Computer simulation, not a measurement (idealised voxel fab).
Presented below is a process module, voxel trench capacitor.
Section cut is 260 nm wide and gridded with 5 nm square cells.
The cross-sections in this document take the form of a grid made of square cells. They are written out as bands, in order from top to bottom. Each band consists of one or more rows of cells. Top height, bottom height, nm. Materials left to right, width each, nm. Single material + "throughout" = fills band edge to edge. "air" = empty. Heights are expressed relative to 0, this being the level below which the as-received wafer comprises one material exclusively. The lowest band is unbounded in the downward direction and is denoted as in "from 0 down". The notation "30->40" denotes a width that varies across the rows of cells in the band, beginning at the first number in the top row, finishing at the second number in the bottom row, and changing by an identical amount from each row to the next. When a step is marked "nothing altered", none of the cells in the cross-section changed during that step. "Sealed void list": empty spaces of 8 cells or more with no open way to the top, each given as width x height at distance, distance from the left edge, all in nm. It should be noted that, on the line of a given step, the content following the step's settings is a remark produced by the simulator itself with respect to that step. overlay nm: mask right of planned place by this much (step with mask). Neg. = left.
### So here's the lineup of process steps we planned
- 1: RECEIVE: material Si
- 2: CONFORMAL_DEP: material SiN, thk nm 5
- 3: MASKED_ETCH: tone open, mask id TRENCH, width nm 30, pitch nm 45, etch materials SiN, depth nm 5, overlay nm 0
- 4: MASKED_ETCH: tone open, mask id TRENCH, width nm 30, pitch nm 45, etch materials Si, depth nm 40, overlay nm 0
- 5: CONFORMAL_DEP: material Al2O3, thk nm 5
- 6: CONFORMAL_DEP: material TiN, thk nm 5
- 7: FILL_DEP: material W, thk nm 5
- 8: CMP: height nm 5
### First of the two wafers, run per plan
### This is the cross-section of the wafer as we received it, i.e. after step 1
* from 0 down: Si throughout
* Sealed void list: none
### Presented here is a cross-section of the wafer after step 2 has been performed
* from 5 to 0: SiN throughout
* Whatever lies below 0 is exactly as it was before.
### Presented here is a cross-section of the wafer after step 3 has been performed
* from 5 to 0: SiN 70, then air 30, then SiN 15, then air 30, then SiN 15, then air 30, then SiN 70
* Whatever lies below 0 is exactly as it was before.
### Presented here is a cross-section of the wafer after step 4 has been performed
* from 5 to 0: SiN 70, then air 30, then SiN 15, then air 30, then SiN 15, then air 30, then SiN 70
* from 0 to -40: Si 70, then air 30, then Si 15, then air 30, then Si 15, then air 30, then Si 70
* Whatever lies below -40 is exactly as it was before.
### Presented here is a cross-section of the wafer after step 5 has been performed
* from 10 to 5: Al2O3 75, then air 20, then Al2O3 25, then air 20, then Al2O3 25, then air 20, then Al2O3 75
* from 5 to 0: SiN 70, then Al2O3 5, then air 20, then Al2O3 5, then SiN 15, then Al2O3 5, then air 20, then Al2O3 5, then SiN 15, then Al2O3 5, then air 20, then Al2O3 5, then SiN 70
* from 0 to -35: Si 70, then Al2O3 5, then air 20, then Al2O3 5, then Si 15, then Al2O3 5, then air 20, then Al2O3 5, then Si 15, then Al2O3 5, then air 20, then Al2O3 5, then Si 70
* from -35 to -40: Si 70, then Al2O3 30, then Si 15, then Al2O3 30, then Si 15, then Al2O3 30, then Si 70
* Whatever lies below -40 is exactly as it was before.
### Presented here is a cross-section of the wafer after step 6 has been performed
* from 15 to 10: TiN 80, then air 10, then TiN 35, then air 10, then TiN 35, then air 10, then TiN 80
* from 10 to 5: Al2O3 75, then TiN 5, then air 10, then TiN 5, then Al2O3 25, then TiN 5, then air 10, then TiN 5, then Al2O3 25, then TiN 5, then air 10, then TiN 5, then Al2O3 75
* from 5 to 0: SiN 70, then Al2O3 5, then TiN 5, then air 10, then TiN 5, then Al2O3 5, then SiN 15, then Al2O3 5, then TiN 5, then air 10, then TiN 5, then Al2O3 5, then SiN 15, then Al2O3 5, then TiN 5, then air 10, then TiN 5, then Al2O3 5, then SiN 70
* from 0 to -30: Si 70, then Al2O3 5, then TiN 5, then air 10, then TiN 5, then Al2O3 5, then Si 15, then Al2O3 5, then TiN 5, then air 10, then TiN 5, then Al2O3 5, then Si 15, then Al2O3 5, then TiN 5, then air 10, then TiN 5, then Al2O3 5, then Si 70
* from -30 to -35: Si 70, then Al2O3 5, then TiN 20, then Al2O3 5, then Si 15, then Al2O3 5, then TiN 20, then Al2O3 5, then Si 15, then Al2O3 5, then TiN 20, then Al2O3 5, then Si 70
* Whatever lies below -35 is exactly as it was before.
### Presented here is a cross-section of the wafer after step 7 has been performed
* from 20 to 15: W throughout
* from 15 to 10: TiN 80, then W 10, then TiN 35, then W 10, then TiN 35, then W 10, then TiN 80
* from 10 to 5: Al2O3 75, then TiN 5, then W 10, then TiN 5, then Al2O3 25, then TiN 5, then W 10, then TiN 5, then Al2O3 25, then TiN 5, then W 10, then TiN 5, then Al2O3 75
* from 5 to 0: SiN 70, then Al2O3 5, then TiN 5, then W 10, then TiN 5, then Al2O3 5, then SiN 15, then Al2O3 5, then TiN 5, then W 10, then TiN 5, then Al2O3 5, then SiN 15, then Al2O3 5, then TiN 5, then W 10, then TiN 5, then Al2O3 5, then SiN 70
* from 0 to -30: Si 70, then Al2O3 5, then TiN 5, then W 10, then TiN 5, then Al2O3 5, then Si 15, then Al2O3 5, then TiN 5, then W 10, then TiN 5, then Al2O3 5, then Si 15, then Al2O3 5, then TiN 5, then W 10, then TiN 5, then Al2O3 5, then Si 70
* Whatever lies below -30 is exactly as it was before.
### Presented here is a cross-section of the wafer after step 8 has been performed
* from 5 to 0: SiN 70, then Al2O3 5, then TiN 5, then W 10, then TiN 5, then Al2O3 5, then SiN 15, then Al2O3 5, then TiN 5, then W 10, then TiN 5, then Al2O3 5, then SiN 15, then Al2O3 5, then TiN 5, then W 10, then TiN 5, then Al2O3 5, then SiN 70
* Whatever lies below 0 is exactly as it was before.
### Second Wafer (Identical Start and Plan, One Processing Error; Matches First Wafer Through Step 6)
### Second wafer at the planned finish of step 7, seen in cross-section
* from 25 to 15: W throughout
* from 15 to 10: TiN 80, then W 10, then TiN 35, then W 10, then TiN 35, then W 10, then TiN 80
* from 10 to 5: Al2O3 75, then TiN 5, then W 10, then TiN 5, then Al2O3 25, then TiN 5, then W 10, then TiN 5, then Al2O3 25, then TiN 5, then W 10, then TiN 5, then Al2O3 75
* from 5 to 0: SiN 70, then Al2O3 5, then TiN 5, then W 10, then TiN 5, then Al2O3 5, then SiN 15, then Al2O3 5, then TiN 5, then W 10, then TiN 5, then Al2O3 5, then SiN 15, then Al2O3 5, then TiN 5, then W 10, then TiN 5, then Al2O3 5, then SiN 70
* from 0 to -30: Si 70, then Al2O3 5, then TiN 5, then W 10, then TiN 5, then Al2O3 5, then Si 15, then Al2O3 5, then TiN 5, then W 10, then TiN 5, then Al2O3 5, then Si 15, then Al2O3 5, then TiN 5, then W 10, then TiN 5, then Al2O3 5, then Si 70
* Whatever lies below -30 is exactly as it was before.
### Second wafer at the planned finish of step 8, seen in cross-section
* from 5 to 0: SiN 70, then Al2O3 5, then TiN 5, then W 10, then TiN 5, then Al2O3 5, then SiN 15, then Al2O3 5, then TiN 5, then W 10, then TiN 5, then Al2O3 5, then SiN 15, then Al2O3 5, then TiN 5, then W 10, then TiN 5, then Al2O3 5, then SiN 70
* Whatever lies below 0 is exactly as it was before.
Processing error: step 7, plan: ran twice
The mistake has no effect on what this model computes, because the two wafers end with the same cross-section.
